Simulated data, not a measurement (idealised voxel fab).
Presented below is a process module, voxel gate over fins.
Section shown: cut. Width: 220 nm. Cell size: 5 nm, square.
This document writes a cross-section as a grid whose cells are square, and gives it as bands, listed from the top down; one or more rows of cells form a band. For a band, the entry starts with two heights in nm, that of the top and then that of the bottom, and carries on with the band's materials in order from left to right, each alongside its width in nm; the word "full width" beside a single material means it fills the band edge to edge, and "air" means empty space. Heights are reckoned from 0. Under this level, the received wafer is all of one material. The bottommost band is open-ended downward, for example "from 0 down". Note: "30..40" means the width goes from the first number (top row of the band) to the second number (bottom row) in equal steps per row of cells. Basically "no modifications" means that step didn't change any cell in the cross-section. This entry, "Enclosed void inventory", enumerates those empty regions of no fewer than 8 cells that possess no open connection to the top. Each region is reported in the form width x height at distance, the distance being taken from the left edge, with all three quantities expressed in nm. Formally, on a step line, whatever follows the settings is a remark that the simulator itself makes on the step. If you see "overlay nm" on a step's line and that step has a mask, it's telling you how far right of where it was planned the mask ended up; a negative number means it went left instead.
## This section lists the process steps that were planned
1) RECEIVE: material Si
2) CONFORMAL_DEP: material SiN, thk nm 5
3) DIRECTIONAL_DEP: material aC, thk nm 15
4) PATTERN: tone cover, mask id FINS, material resist, width nm 15, pitch nm 45, thk nm 30, overlay nm 0
5) DIRECTIONAL_ETCH: etch materials aC, depth nm 15
6) STRIP: etch materials resist
7) DIRECTIONAL_ETCH: etch materials SiN, depth nm 5
8) DIRECTIONAL_ETCH: etch materials Si, depth nm 40
9) STRIP: etch materials aC
10) OXIDIZE: depth nm 5
11) FILL_DEP: material SiO2, thk nm 10
12) CMP: height nm 5
13) SELECTIVE_ETCH: etch materials SiO2, depth nm 20
14) STRIP: etch materials SiN
15) CONFORMAL_DEP: material HfO2, thk nm 5
16) CONFORMAL_DEP: material TiN, thk nm 5
17) FILL_DEP: material W, thk nm 15
18) CMP: height nm 20
19) CONFORMAL_DEP: material SiCN, thk nm 5
## So this is the incoming wafer in cross-section - it's already been through step 1
  from 0 down = Si full width
  Enclosed void inventory: none
## a wafer at the end: this start, this plan, one mistake
  from 25 to 20 = SiCN full width
  from 20 to 10 = W full width
  from 10 to 5 = 50 of W, 30 of TiN, 15 of W, 30 of TiN, 15 of W, 30 of TiN, 50 of W
  from 5 to 0 = 50 of W, 5 of TiN, 20 of HfO2, 5 of TiN, 15 of W, 5 of TiN, 20 of HfO2, 5 of TiN, 15 of W, 5 of TiN, 20 of HfO2, 5 of TiN, 50 of W
  from 0 to -5 = 50 of W, 5 of TiN, 5 of HfO2, 10 of Si, 5 of HfO2, 5 of TiN, 15 of W, 5 of TiN, 5 of HfO2, 10 of Si, 5 of HfO2, 5 of TiN, 15 of W, 5 of TiN, 5 of HfO2, 10 of Si, 5 of HfO2, 5 of TiN, 50 of W
  from -5 to -10 = 55 of TiN, 5 of HfO2, 10 of Si, 5 of HfO2, 25 of TiN, 5 of HfO2, 10 of Si, 5 of HfO2, 25 of TiN, 5 of HfO2, 10 of Si, 5 of HfO2, 55 of TiN
  from -10 to -15 = 60 of HfO2, 10 of Si, 35 of HfO2, 10 of Si, 35 of HfO2, 10 of Si, 60 of HfO2
  from -15 to -45 = 60 of SiO2, 10 of Si, 35 of SiO2, 10 of Si, 35 of SiO2, 10 of Si, 60 of SiO2
  from -45 down = Si full width
  Enclosed void inventory: none
Plan not followed: planned and actual differ for step 4; actual: PATTERN: tone cover, mask id FINS, material resist, width nm 20, pitch nm 45, thk nm 30, overlay nm 0
